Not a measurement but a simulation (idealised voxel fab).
process module | voxel wiring stack
cross-section cut | 240 nm wide | cells 5 nm
A cross-section is a grid of square cells, given in bands from the top down. A band is one or more rows of cells.
Each band's line starts with the height of the band's top and of its bottom, in nm. Then come its materials from left to right, each with its width in nm. One material with "throughout" fills the band from edge to edge. "air" is empty space.
Height 0 is the level under which the wafer as received is all one material. The lowest band goes on downwards, as in "0 down".
A width such as "30 to 40" changes by the same amount from each row of cells to the next, from the band's top row to its bottom row.
"no change" after a step means that no cell of the cross-section changed.
closed voids: empty space of 8 cells or more with no open way to the top, each as width x height at its distance from the left edge, in nm
after a step's settings: what the simulator itself notes on the step
overlay nm, on a step with a mask: how far to the right of its planned place the mask lay; to the left if negative
plan
1 op RECEIVE | material Si
2 op CONFORMAL_DEP | material SiO2 | thk nm 15
3 op CONFORMAL_DEP | material SiN | thk nm 5
4 op DIRECTIONAL_DEP | material lowk | thk nm 20
5 op MASKED_ETCH | tone open | mask id METAL_1 | width nm 30 | pitch nm 50 | etch materials lowk | depth nm 20 | overlay nm 0
6 op MASKED_ETCH | tone open | mask id METAL_1 | width nm 30 | pitch nm 50 | etch materials SiN | depth nm 5 | overlay nm 0
7 op CONFORMAL_DEP | material TiN | thk nm 5
8 op FILL_DEP | material Cu | thk nm 5
9 op CMP | height nm 40
10 op CONFORMAL_DEP | material SiCN | thk nm 5
11 op DIRECTIONAL_DEP | material SiO2 | thk nm 35
12 op DIRECTIONAL_DEP | material aC | thk nm 15
13 op PATTERN | tone open | mask id METAL_2 | material resist | width nm 30 | pitch nm 50 | thk nm 35 | overlay nm 0
14 op DIRECTIONAL_ETCH | etch materials aC | depth nm 15
15 op STRIP | etch materials resist
16 op DIRECTIONAL_ETCH | etch materials SiO2 | depth nm 20
17 op STRIP | etch materials aC
18 op MASKED_ETCH | tone open | mask id METAL_2_HOLES | width nm 15 | pitch nm 50 | etch materials SiO2 | depth nm 15 | overlay nm 0
19 op MASKED_ETCH | tone open | mask id METAL_2_HOLES | width nm 15 | pitch nm 50 | etch materials SiCN | depth nm 5 | overlay nm 0
20 op CONFORMAL_DEP | material TiN | thk nm 5
21 op FILL_DEP | material Cu | thk nm 10
22 op CMP | height nm 80
23 op CONFORMAL_DEP | material SiCN | thk nm 5
24 op DIRECTIONAL_DEP | material SiO2 | thk nm 30
25 op DIRECTIONAL_DEP | material aC | thk nm 15
26 op PATTERN | tone open | mask id METAL_3_HOLES | material resist | width nm 15 | thk nm 30 | overlay nm 0
27 op DIRECTIONAL_ETCH | etch materials aC | depth nm 15
28 op STRIP | etch materials resist
29 op DIRECTIONAL_ETCH | etch materials SiO2 | depth nm 30
30 op STRIP | etch materials aC
31 op DIRECTIONAL_DEP | material aC | thk nm 10
32 op PATTERN | tone open | mask id METAL_3 | material resist | width nm 30 | pitch nm 50 | thk nm 25 | overlay nm 0
33 op DIRECTIONAL_ETCH | etch materials aC | depth nm 10
34 op STRIP | etch materials resist
35 op DIRECTIONAL_ETCH | etch materials SiO2 | depth nm 15
36 op DIRECTIONAL_ETCH | etch materials SiCN | depth nm 5
37 op STRIP | etch materials aC
38 op CONFORMAL_DEP | material TiN | thk nm 5
39 op FILL_DEP | material Cu | thk nm 10
40 op CMP | height nm 115
41 op CONFORMAL_DEP | material SiCN | thk nm 5
varied across the wafers: width nm of step 18. The plan shows the first wafer's value. All wafers start alike
first wafer as received, after step 1
  0 down: Si throughout
  closed voids: none
each wafer at the end: cells of each material gained (+) or lost (-) since it was received, then its closed voids
width nm 15 | +84 Cu | +135 SiCN | +36 SiN | +657 SiO2 | +96 TiN | +144 lowk | closed voids: none
width nm 20 | +90 Cu | +135 SiCN | +36 SiN | +651 SiO2 | +96 TiN | +144 lowk | closed voids: none
width nm 25 | +94 Cu | +135 SiCN | +36 SiN | +645 SiO2 | +98 TiN | +144 lowk | closed voids: none
width nm 30 | +100 Cu | +135 SiCN | +36 SiN | +639 SiO2 | +98 TiN | +144 lowk | closed voids: none
